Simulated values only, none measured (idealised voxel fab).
Documented hereafter: the process module known as voxel fin reveal.
FYI the section here is cut, 215 nm wide, cells are 5 nm squares.
Square cells in a grid make up a cross-section in this document, and the grid is given as bands, listed from the top down, each one or more rows of cells. Heights first: top, then bottom, in nm. Then materials, left to right, each with a width in nm. "everywhere" on a single material: fills the band edge to edge. "blank": empty space. Height 0 is the level under which the wafer as received is all one material. The lowest band goes on downwards, as in "0 down". With a width like "30 to 40", each row of cells in the band differs from the next by the same amount, the top row carrying the first number and the bottom row the second. It should be understood that the words "nothing got changed", when stated for a given step, signify that the cross-section underwent no change in any of its cells during that step. Entry "Sealed void list" = empty spaces >= 8 cells with no open way to the top; each as width x height at distance, distance from left edge, all nm. Formally, on a step line, whatever follows the settings is a remark that the simulator itself makes on the step. The setting "overlay nm" may be written on the line of a step. When the step uses a mask, the value reports how far to the right of the planned place the mask lay, and a negative value reports that it lay to the left.

# The following list gives the planned process steps
step 1: RECEIVE,material Si
step 2: CONFORMAL_DEP,material SiN,thk nm 10
step 3: MASKED_ETCH,tone cover,mask id FINS,width nm 15,pitch nm 45,etch materials SiN,depth nm 10,overlay nm 0
step 4: MASKED_ETCH,tone cover,mask id FINS,width nm 15,pitch nm 45,etch materials Si,depth nm 30,overlay nm 0
step 5: OXIDIZE,depth nm 5
step 6: FILL_DEP,material SiO2,thk nm 15
step 7: CMP,height nm 10
step 8: SELECTIVE_ETCH,etch materials SiO2,depth nm 20
step 9: STRIP,etch materials SiN

# Shown in cross-section is the wafer as received, that is, as it stands after step 1
    0 down = Si everywhere
    Sealed void list: none

# The first of two wafers, cross-sectioned at the end of the module, with the run proceeding as planned
    0 to -10 = blank: 80, then Si: 5, then blank: 40, then Si: 5, then blank: 85
    -10 to -35 = SiO2: 80, then Si: 5, then SiO2: 40, then Si: 5, then SiO2: 85
    -35 down = Si everywhere
    Sealed void list: none

# Cross-section at end of module for the second wafer of two, which matched the first in starting point and plan and differed by one mistake in its processing
    0 to -10 = blank: 75, then Si: 15, then blank: 30, then Si: 15, then blank: 80
    -10 to -35 = SiO2: 75, then Si: 15, then SiO2: 30, then Si: 15, then SiO2: 80
    -35 down = Si everywhere
    Sealed void list: none
What was the processing mistake? off-plan run, step 3, actual operation and settings MASKED_ETCH,tone cover,mask id FINS,width nm 25,pitch nm 45,etch materials SiN,depth nm 10,overlay nm 0
Per the end-of-run cell counts, the second wafer holds more or fewer of some materials than the first: Si: 28 more; SiO2: 20 fewer
